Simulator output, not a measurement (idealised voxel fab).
Process module, titled voxel fin reveal
Xsec cut, 275 nm wide, square cell size 5 nm.
In this document a cross-section is written as a grid of square cells. It is given as a series of bands, listed from the top down, and a band is one or more rows of cells.
Band: top and bottom heights (nm) first, top before bottom; then materials from left to right, widths in nm. "all across" marks a sole material filling the band edge to edge. "air" denotes empty space.
Height reference: 0 = level under which incoming wafer is all one material. Lowest band: no bottom, runs on downward, e.g. "0 -> down".
When a width is written as two numbers, as in "30->40", the first number is the width in the top row of cells of the band and the second is the width in its bottom row, and the width changes by the same amount from each row to the next.
Step note "remained unchanged" = no cross-section cell changed.
The entry "Closed empty spaces" lists the empty spaces that cover at least 8 cells and have no open path to the top. Each is written as width x height at distance, where the distance is measured from the left edge and all three values are in nm.
Note: text after step settings on the step line = simulator remark on that step.
The optional step-line setting "overlay nm" applies to steps with a mask and quantifies how far to the right of its planned location the mask lay, a negative value indicating leftward placement.

The planned process steps are enumerated hereunder:
| 1 | RECEIVE | material Si |
| 2 | CONFORMAL_DEP | material SiN | thk nm 10 |
| 3 | MASKED_ETCH | tone cover | mask id FINS | width nm 15 | pitch nm 45 | etch materials SiN | depth nm 10 | overlay nm 0 |
| 4 | MASKED_ETCH | tone cover | mask id FINS | width nm 15 | pitch nm 45 | etch materials Si | depth nm 35 | overlay nm 0 |
| 5 | OXIDIZE | depth nm 5 |
| 6 | FILL_DEP | material SiO2 | thk nm 15 |
| 7 | CMP | height nm 10 |
| 8 | SELECTIVE_ETCH | etch materials SiO2 | depth nm 20 |
| 9 | STRIP | etch materials SiN |

Wafer as received: cross-section following step 1:
0 -> down  Si all across
Closed empty spaces: none

first wafer at the end, as planned:
0 -> -10  65 of air  5 of Si  40 of air  5 of Si  40 of air  5 of Si  40 of air  5 of Si  70 of air
-10 -> -40  65 of SiO2  5 of Si  40 of SiO2  5 of Si  40 of SiO2  5 of Si  40 of SiO2  5 of Si  70 of SiO2
-40 -> down  Si all across
Closed empty spaces: none

Cross-section of the latter of the two wafers at module completion. It had an identical start and an identical plan to the former; in running it, one mistake was made:
-5 -> -10  65 of air  5 of Si  40 of air  5 of Si  40 of air  5 of Si  40 of air  5 of Si  70 of air
-10 -> -40  65 of SiO2  5 of Si  40 of SiO2  5 of Si  40 of SiO2  5 of Si  40 of SiO2  5 of Si  70 of SiO2
-40 -> down  Si all across
Closed empty spaces: none
Here's what went sideways: not run: step 2 of the plan (skipped)
It is noted that, at the conclusion of processing, the second wafer exhibits a higher or lower cell count for certain materials relative to the first: -4 Si
